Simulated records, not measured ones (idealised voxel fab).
This section sets out a process module, namely voxel air gaps.
In the cross-section labelled cut, the width is 250 nm and each square cell is 5 nm.
Reading order for cross-sections: top band down to bottom band. Underlying form: a grid of square cells. Band size: one or more rows of cells.
Top height, bottom height, nm. Materials left to right, width each, nm. Single material + "all across" = fills band edge to edge. "blank" = empty.
Beneath 0, the wafer as received is one material, and that level is where height counting begins. The lowest band goes on downward without a bottom; it is written like "0 down".
Per-row width for "30..40": begins at first number (top row of band), ends at second number (bottom row), increment between rows held constant.
Step note "remained unchanged" = no cross-section cell changed.
You'll see "Completely enclosed voids" listing empty spaces that have no way open to the top, as long as they're 8 cells or more; the notation is width x height at distance, where the distance is from the left edge, and all of it is in nm.
Whatever follows a step's settings on its line is a remark the simulator itself makes about that step.
If you see "overlay nm" on a step's line and that step has a mask, it's telling you how far right of where it was planned the mask ended up; a negative number means it went left instead.
# The steps planned for the process are as follows
1. RECEIVE,material Si
2. CONFORMAL_DEP,material SiO2,thk nm 10
3. CONFORMAL_DEP,material SiN,thk nm 5
4. DIRECTIONAL_DEP,material SiO2,thk nm 30
5. PATTERN,tone open,mask id LINES,material resist,width nm 25,pitch nm 55,thk nm 20,overlay nm 0
6. DIRECTIONAL_ETCH,etch materials SiO2,depth nm 30
7. STRIP,etch materials resist
8. CONFORMAL_DEP,material TiN,thk nm 5
9. FILL_DEP,material W,thk nm 5
10. CMP,height nm 45
11. EPI,material Ru,thk nm 10
12. SELECTIVE_ETCH,etch materials SiO2,depth nm 40
13. CONFORMAL_DEP,material SiCN,thk nm 5
# This is the cross-section of the wafer as we received it, i.e. after step 1
* 0 down | Si all across
* Completely enclosed voids: none
# Cross-section taken at module completion on the first of two wafers; processed per the plan
* 60 to 55 | 15 of blank, then 220 of SiCN, then 15 of blank
* 55 to 45 | 15 of blank, then 5 of SiCN, then 45 of Ru, then 10 of SiCN, then 45 of Ru, then 10 of SiCN, then 45 of Ru, then 10 of SiCN, then 45 of Ru, then 5 of SiCN, then 15 of blank
* 45 to 40 | 15 of blank, then 15 of SiCN, then 5 of TiN, then 15 of W, then 5 of TiN, then 30 of SiCN, then 5 of TiN, then 15 of W, then 5 of TiN, then 30 of SiCN, then 5 of TiN, then 15 of W, then 5 of TiN, then 30 of SiCN, then 5 of TiN, then 15 of W, then 5 of TiN, then 15 of SiCN, then 15 of blank
* 40 to 20 | 25 of blank, then 5 of SiCN, then 5 of TiN, then 15 of W, then 5 of TiN, then 5 of SiCN, then 20 of blank, then 5 of SiCN, then 5 of TiN, then 15 of W, then 5 of TiN, then 5 of SiCN, then 20 of blank, then 5 of SiCN, then 5 of TiN, then 15 of W, then 5 of TiN, then 5 of SiCN, then 20 of blank, then 5 of SiCN, then 5 of TiN, then 15 of W, then 5 of TiN, then 5 of SiCN, then 25 of blank
* 20 to 15 | 30 of SiCN, then 25 of TiN, then 30 of SiCN, then 25 of TiN, then 30 of SiCN, then 25 of TiN, then 30 of SiCN, then 25 of TiN, then 30 of SiCN
* 15 to 10 | SiN all across
* 10 to 0 | SiO2 all across
* 0 down | Si all across
* Completely enclosed voids: 20 x 20 at 60; 20 x 20 at 115; 20 x 20 at 170
# This is the second of the two wafers, cross-sectioned at the end of the module; it started exactly like the first and was given the same plan, but it was run with one mistake
* 60 to 55 | 15 of blank, then 220 of SiCN, then 15 of blank
* 55 to 45 | 15 of blank, then 5 of SiCN, then 45 of Ru, then 10 of SiCN, then 45 of Ru, then 10 of SiCN, then 45 of Ru, then 10 of SiCN, then 45 of Ru, then 5 of SiCN, then 15 of blank
* 45 to 40 | 15 of blank, then 15 of SiCN, then 5 of TiN, then 15 of SiN, then 5 of TiN, then 30 of SiCN, then 5 of TiN, then 15 of SiN, then 5 of TiN, then 30 of SiCN, then 5 of TiN, then 15 of SiN, then 5 of TiN, then 30 of SiCN, then 5 of TiN, then 15 of SiN, then 5 of TiN, then 15 of SiCN, then 15 of blank
* 40 to 20 | 25 of blank, then 5 of SiCN, then 5 of TiN, then 15 of SiN, then 5 of TiN, then 5 of SiCN, then 20 of blank, then 5 of SiCN, then 5 of TiN, then 15 of SiN, then 5 of TiN, then 5 of SiCN, then 20 of blank, then 5 of SiCN, then 5 of TiN, then 15 of SiN, then 5 of TiN, then 5 of SiCN, then 20 of blank, then 5 of SiCN, then 5 of TiN, then 15 of SiN, then 5 of TiN, then 5 of SiCN, then 25 of blank
* 20 to 15 | 30 of SiCN, then 25 of TiN, then 30 of SiCN, then 25 of TiN, then 30 of SiCN, then 25 of TiN, then 30 of SiCN, then 25 of TiN, then 30 of SiCN
* 15 to 10 | SiN all across
* 10 to 0 | SiO2 all across
* 0 down | Si all across
* Completely enclosed voids: 20 x 20 at 60; 20 x 20 at 115; 20 x 20 at 170
Here's what went sideways: planned and actual differ for step 9; actual: FILL_DEP,material SiN,thk nm 5
Wafer comparison, final, in cells, second relative to first, materials more or fewer: 60 more of SiN | 60 fewer of W
